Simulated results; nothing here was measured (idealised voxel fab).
process module | voxel ribs on slabs
Cross-sectional view cut (width: 230 nm; square cell size: 5 nm).
Think of the cross-section as a grid of square cells. We describe it in bands, top to bottom, and each band covers one or more rows of those cells. Heads up on the band format: heights come first, top then bottom, in nm. After that it's the materials left to right, each with its width in nm. A single material flagged "full width" fills the whole band edge to edge, and "empty" means there's empty space there. Zero point of the height axis is 0; under it, received wafer = one material. Lowest band: continues down indefinitely, "top 0, no bottom". The expression "30..40" gives the width at the extremes of the band, the first number at its top row of cells and the second at its bottom row, with the width changing by equal amounts from each row to the next in between. For the purposes of this document, the phrase "everything unchanged" attached to a step denotes that no cell within the cross-section was modified by that step. Look at "Sealed void listing" for the closed voids: empty spaces with no open path to the top, sized 8 cells or up. Each is width x height at distance, distance from the left edge, all nm. Formally, on a step line, whatever follows the settings is a remark that the simulator itself makes on the step. The "overlay nm" setting may appear on a step's line; for a step that uses a mask, it gives how far to the right of its planned position the mask lay, and a negative value indicates the left.

Listed below are the process steps as planned
1) RECEIVE, material Si
2) DIRECTIONAL_DEP, material SiO2, thk nm 25
3) DIRECTIONAL_DEP, material polySi, thk nm 15
4) PATTERN, tone cover, mask id RIB, material resist, width nm 25, thk nm 15, overlay nm 0
5) DIRECTIONAL_ETCH, etch materials polySi, depth nm 10
6) STRIP, etch materials resist
7) DIRECTIONAL_DEP, material aC, thk nm 15
8) PATTERN, tone cover, mask id SLAB, material resist, width nm 85, thk nm 30, overlay nm 0
9) DIRECTIONAL_ETCH, etch materials aC, depth nm 15
10) STRIP, etch materials resist
11) DIRECTIONAL_ETCH, etch materials polySi, depth nm 5
12) STRIP, etch materials aC
13) FILL_DEP, material SiO2, thk nm 20
14) CMP, height nm 50
15) DIRECTIONAL_DEP, material TiN, thk nm 10
16) PATTERN, tone cover, mask id HEATER, material resist, width nm 35, thk nm 15, overlay nm 0
17) DIRECTIONAL_ETCH, etch materials TiN, depth nm 10
18) STRIP, etch materials resist
19) CONFORMAL_DEP, material SiN, thk nm 10

Wafer, first of two, run as planned

as received, after step 1
	top 0, no bottom = Si full width
	Sealed void listing: none

The wafer in cross-section once step 2 is complete
	top 25, bottom 0 = SiO2 full width
	Nothing below the height 0 has changed.

The wafer in cross-section once step 3 is complete
	top 40, bottom 25 = polySi full width
	Nothing below the height 25 has changed.

The wafer in cross-section once step 4 is complete
	top 55, bottom 40 = empty (100); resist (25); empty (105)
	Nothing below the height 40 has changed.

The wafer in cross-section once step 5 is complete
	top 55, bottom 40 = empty (100); resist (25); empty (105)
	top 40, bottom 30 = empty (100); polySi (25); empty (105)
	Nothing below the height 30 has changed.

The wafer in cross-section once step 6 is complete
	top 40, bottom 30 = empty (100); polySi (25); empty (105)
	Nothing below the height 30 has changed.

The wafer in cross-section once step 7 is complete
	top 55, bottom 45 = empty (100); aC (25); empty (105)
	top 45, bottom 40 = aC full width
	top 40, bottom 30 = aC (100); polySi (25); aC (105)
	Nothing below the height 30 has changed.

The wafer in cross-section once step 8 is complete
	top 85, bottom 55 = empty (70); resist (85); empty (75)
	top 55, bottom 45 = empty (70); resist (30); aC (25); resist (30); empty (75)
	Nothing below the height 45 has changed.

The wafer in cross-section once step 9 is complete
	top 70, bottom 55 = empty (70); resist (85); empty (75)
	top 55, bottom 45 = empty (70); resist (30); aC (25); resist (30); empty (75)
	top 45, bottom 40 = empty (70); aC (85); empty (75)
	top 40, bottom 30 = empty (70); aC (30); polySi (25); aC (30); empty (75)
	Nothing below the height 30 has changed.

The wafer in cross-section once step 10 is complete
	top 55, bottom 45 = empty (100); aC (25); empty (105)
	Nothing below the height 45 has changed.

The wafer in cross-section once step 11 is complete
	top 55, bottom 45 = empty (100); aC (25); empty (105)
	top 45, bottom 40 = empty (70); aC (85); empty (75)
	top 40, bottom 30 = empty (70); aC (30); polySi (25); aC (30); empty (75)
	top 30, bottom 25 = empty (70); polySi (85); empty (75)
	Nothing below the height 25 has changed.

The wafer in cross-section once step 12 is complete
	top 40, bottom 30 = empty (100); polySi (25); empty (105)
	Nothing below the height 30 has changed.

The wafer in cross-section once step 13 is complete
	top 60, bottom 40 = SiO2 full width
	top 40, bottom 30 = SiO2 (100); polySi (25); SiO2 (105)
	top 30, bottom 25 = SiO2 (70); polySi (85); SiO2 (75)
	Nothing below the height 25 has changed.

The wafer in cross-section once step 14 is complete
	top 50, bottom 40 = SiO2 full width
	Nothing below the height 40 has changed.

The wafer in cross-section once step 15 is complete
	top 60, bottom 50 = TiN full width
	Nothing below the height 50 has changed.

The wafer in cross-section once step 16 is complete
	top 75, bottom 60 = empty (95); resist (35); empty (100)
	Nothing below the height 60 has changed.

The wafer in cross-section once step 17 is complete
	top 75, bottom 60 = empty (95); resist (35); empty (100)
	top 60, bottom 50 = empty (95); TiN (35); empty (100)
	Nothing below the height 50 has changed.

The wafer in cross-section once step 18 is complete
	top 60, bottom 50 = empty (95); TiN (35); empty (100)
	Nothing below the height 50 has changed.

The wafer in cross-section once step 19 is complete
	top 70, bottom 60 = empty (85); SiN (55); empty (90)
	top 60, bottom 50 = SiN (95); TiN (35); SiN (100)
	Nothing below the height 50 has changed.

Second Wafer (Identical Start and Plan, One Processing Error; Matches First Wafer Through Step 3)

Cross-sectional view of the second wafer at the intended end time of process step 4
	top 55, bottom 40 = empty (95); resist (25); empty (110)
	Nothing below the height 40 has changed.

Cross-sectional view of the second wafer at the intended end time of process step 5
	top 55, bottom 40 = empty (95); resist (25); empty (110)
	top 40, bottom 30 = empty (95); polySi (25); empty (110)
	Nothing below the height 30 has changed.

Cross-sectional view of the second wafer at the intended end time of process step 6
	top 40, bottom 30 = empty (95); polySi (25); empty (110)
	Nothing below the height 30 has changed.

Cross-sectional view of the second wafer at the intended end time of process step 7
	top 55, bottom 45 = empty (95); aC (25); empty (110)
	top 45, bottom 40 = aC full width
	top 40, bottom 30 = aC (95); polySi (25); aC (110)
	Nothing below the height 30 has changed.

Cross-sectional view of the second wafer at the intended end time of process step 8
	top 85, bottom 55 = empty (70); resist (85); empty (75)
	top 55, bottom 45 = empty (70); resist (25); aC (25); resist (35); empty (75)
	Nothing below the height 45 has changed.

Cross-sectional view of the second wafer at the intended end time of process step 9
	top 70, bottom 55 = empty (70); resist (85); empty (75)
	top 55, bottom 45 = empty (70); resist (25); aC (25); resist (35); empty (75)
	top 45, bottom 40 = empty (70); aC (85); empty (75)
	top 40, bottom 30 = empty (70); aC (25); polySi (25); aC (35); empty (75)
	Nothing below the height 30 has changed.

Cross-sectional view of the second wafer at the intended end time of process step 10
	top 55, bottom 45 = empty (95); aC (25); empty (110)
	Nothing below the height 45 has changed.

Cross-sectional view of the second wafer at the intended end time of process step 11
	top 55, bottom 45 = empty (95); aC (25); empty (110)
	top 45, bottom 40 = empty (70); aC (85); empty (75)
	top 40, bottom 30 = empty (70); aC (25); polySi (25); aC (35); empty (75)
	top 30, bottom 25 = empty (70); polySi (85); empty (75)
	Nothing below the height 25 has changed.

Cross-sectional view of the second wafer at the intended end time of process step 12
	top 40, bottom 30 = empty (95); polySi (25); empty (110)
	Nothing below the height 30 has changed.

Cross-sectional view of the second wafer at the intended end time of process step 13
	top 60, bottom 40 = SiO2 full width
	top 40, bottom 30 = SiO2 (95); polySi (25); SiO2 (110)
	top 30, bottom 25 = SiO2 (70); polySi (85); SiO2 (75)
	Nothing below the height 25 has changed.

Cross-sectional view of the second wafer at the intended end time of process step 14
	top 50, bottom 40 = SiO2 full width
	Nothing below the height 40 has changed.

Cross-sectional view of the second wafer at the intended end time of process step 15
	top 60, bottom 50 = TiN full width
	Nothing below the height 50 has changed.

Cross-sectional view of the second wafer at the intended end time of process step 16
	top 75, bottom 60 = empty (95); resist (35); empty (100)
	Nothing below the height 60 has changed.

Cross-sectional view of the second wafer at the intended end time of process step 17
	top 75, bottom 60 = empty (95); resist (35); empty (100)
	top 60, bottom 50 = empty (95); TiN (35); empty (100)
	Nothing below the height 50 has changed.

Cross-sectional view of the second wafer at the intended end time of process step 18
	top 60, bottom 50 = empty (95); TiN (35); empty (100)
	Nothing below the height 50 has changed.

Cross-sectional view of the second wafer at the intended end time of process step 19
	top 70, bottom 60 = empty (85); SiN (55); empty (90)
	top 60, bottom 50 = SiN (95); TiN (35); SiN (100)
	Nothing below the height 50 has changed.
What went wrong in running the wafer? note that step 4 departed from the planned setting and was carried out as PATTERN, tone cover, mask id RIB, material resist, width nm 25, thk nm 15, overlay nm -5
Matching per-material cell counts, mismatched positions: that is how the second wafer compares with the first at the end.
